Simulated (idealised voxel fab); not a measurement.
process module | voxel gate over fins
cross-section cut | 225 nm wide | cells 5 nm
A cross-section is a grid of square cells, given in bands from the top down. A band is one or more rows of cells.
Each band's line starts with the height of the band's top and of its bottom, in nm. Then come its materials from left to right, each with its width in nm. One material with "throughout" fills the band from edge to edge. "air" is empty space.
Height 0 is the level under which the wafer as received is all one material. The lowest band goes on downwards, as in "0 down".
A width such as "30 to 40" changes by the same amount from each row of cells to the next, from the band's top row to its bottom row.
"no change" after a step means that no cell of the cross-section changed.
closed voids: empty space of 8 cells or more with no open way to the top, each as width x height at its distance from the left edge, in nm
after a step's settings: what the simulator itself notes on the step
overlay nm, on a step with a mask: how far to the right of its planned place the mask lay; to the left if negative
plan
1 op RECEIVE | material Si
2 op CONFORMAL_DEP | material SiN | thk nm 10
3 op MASKED_ETCH | tone cover | mask id FINS | width nm 15 | pitch nm 60 | etch materials SiN | depth nm 10 | overlay nm 0
4 op MASKED_ETCH | tone cover | mask id FINS | width nm 15 | pitch nm 60 | etch materials Si | depth nm 40 | overlay nm 0
5 op OXIDIZE | depth nm 5
6 op FILL_DEP | material SiO2 | thk nm 10
7 op CMP | height nm 10
8 op MASKED_ETCH | tone open | mask id RAIL | width nm 15 | etch materials SiO2 | depth nm 45 | overlay nm 0
9 op CONFORMAL_DEP | material TiN | thk nm 5
10 op FILL_DEP | material W | thk nm 10
11 op CMP | height nm 10
12 op SELECTIVE_ETCH | etch materials W Ru TiN | depth nm 30
13 op FILL_DEP | material SiO2 | thk nm 5
14 op CMP | height nm 10
15 op SELECTIVE_ETCH | etch materials SiO2 | depth nm 20
16 op STRIP | etch materials SiN
17 op CONFORMAL_DEP | material HfO2 | thk nm 5
18 op CONFORMAL_DEP | material TiN | thk nm 5
19 op FILL_DEP | material W | thk nm 15
20 op CMP | height nm 20
21 op CONFORMAL_DEP | material SiCN | thk nm 5
varied across the wafers: width nm of step 4. The plan shows the first wafer's value. All wafers start alike
first wafer as received, after step 1
  0 down: Si throughout
  closed voids: none
first wafer at the end, after step 21
  25 to 20: SiCN throughout
  20 to 10: W throughout
  10 to 5: W 40 | TiN 25 | W 35 | TiN 25 | W 35 | TiN 25 | W 40
  5 to 0: W 40 | TiN 5 | HfO2 15 | TiN 5 | W 35 | TiN 5 | HfO2 15 | TiN 5 | W 35 | TiN 5 | HfO2 15 | TiN 5 | W 40
  0 to -5: TiN 45 | HfO2 5 | Si 5 | HfO2 5 | TiN 45 | HfO2 5 | Si 5 | HfO2 5 | TiN 45 | HfO2 5 | Si 5 | HfO2 5 | TiN 45
  -5 to -10: HfO2 50 | Si 5 | HfO2 55 | Si 5 | HfO2 55 | Si 5 | HfO2 50
  -10 to -20: SiO2 50 | Si 5 | SiO2 55 | Si 5 | SiO2 55 | Si 5 | SiO2 50
  -20 to -30: SiO2 50 | Si 5 | SiO2 20 | TiN 5 | W 5 | TiN 5 | SiO2 20 | Si 5 | SiO2 55 | Si 5 | SiO2 50
  -30 to -35: SiO2 50 | Si 5 | SiO2 20 | TiN 15 | SiO2 20 | Si 5 | SiO2 55 | Si 5 | SiO2 50
  -35 to -45: SiO2 50 | Si 5 | SiO2 55 | Si 5 | SiO2 55 | Si 5 | SiO2 50
  -45 down: Si throughout
  closed voids: none
last wafer at the end
  25 to 20: SiCN throughout
  20 to 10: W throughout
  10 to 5: W 40 | TiN 25 | W 35 | TiN 25 | W 35 | TiN 25 | W 40
  5 to 0: W 35 | TiN 10 | HfO2 15 | TiN 15 | W 20 | TiN 10 | HfO2 15 | TiN 15 | W 20 | TiN 10 | HfO2 15 | TiN 15 | W 30
  0 to -5: TiN 40 | HfO2 10 | Si 5 | HfO2 15 | TiN 30 | HfO2 10 | Si 5 | HfO2 15 | TiN 30 | HfO2 10 | Si 5 | HfO2 15 | TiN 35
  -5 to -10: HfO2 45 | Si 20 | HfO2 40 | Si 20 | HfO2 40 | Si 20 | HfO2 40
  -10 to -20: SiO2 45 | Si 20 | SiO2 40 | Si 20 | SiO2 40 | Si 20 | SiO2 40
  -20 to -30: SiO2 45 | Si 20 | SiO2 10 | TiN 5 | W 5 | TiN 5 | SiO2 15 | Si 20 | SiO2 40 | Si 20 | SiO2 40
  -30 to -35: SiO2 45 | Si 20 | SiO2 10 | TiN 15 | SiO2 15 | Si 20 | SiO2 40 | Si 20 | SiO2 40
  -35 to -45: SiO2 45 | Si 20 | SiO2 40 | Si 20 | SiO2 40 | Si 20 | SiO2 40
  -45 down: Si throughout
  closed voids: none
each wafer at the end: cells of each material gained (+) or lost (-) since it was received, then its closed voids
width nm 15 | +57 HfO2 | -378 Si | +45 SiCN | +285 SiO2 | +64 TiN | +152 W | closed voids: none
width nm 20 | +57 HfO2 | -354 Si | +45 SiCN | +264 SiO2 | +64 TiN | +149 W | closed voids: none
width nm 25 | +57 HfO2 | -330 Si | +45 SiCN | +243 SiO2 | +64 TiN | +146 W | closed voids: none
width nm 30 | +57 HfO2 | -306 Si | +45 SiCN | +222 SiO2 | +64 TiN | +143 W | closed voids: none
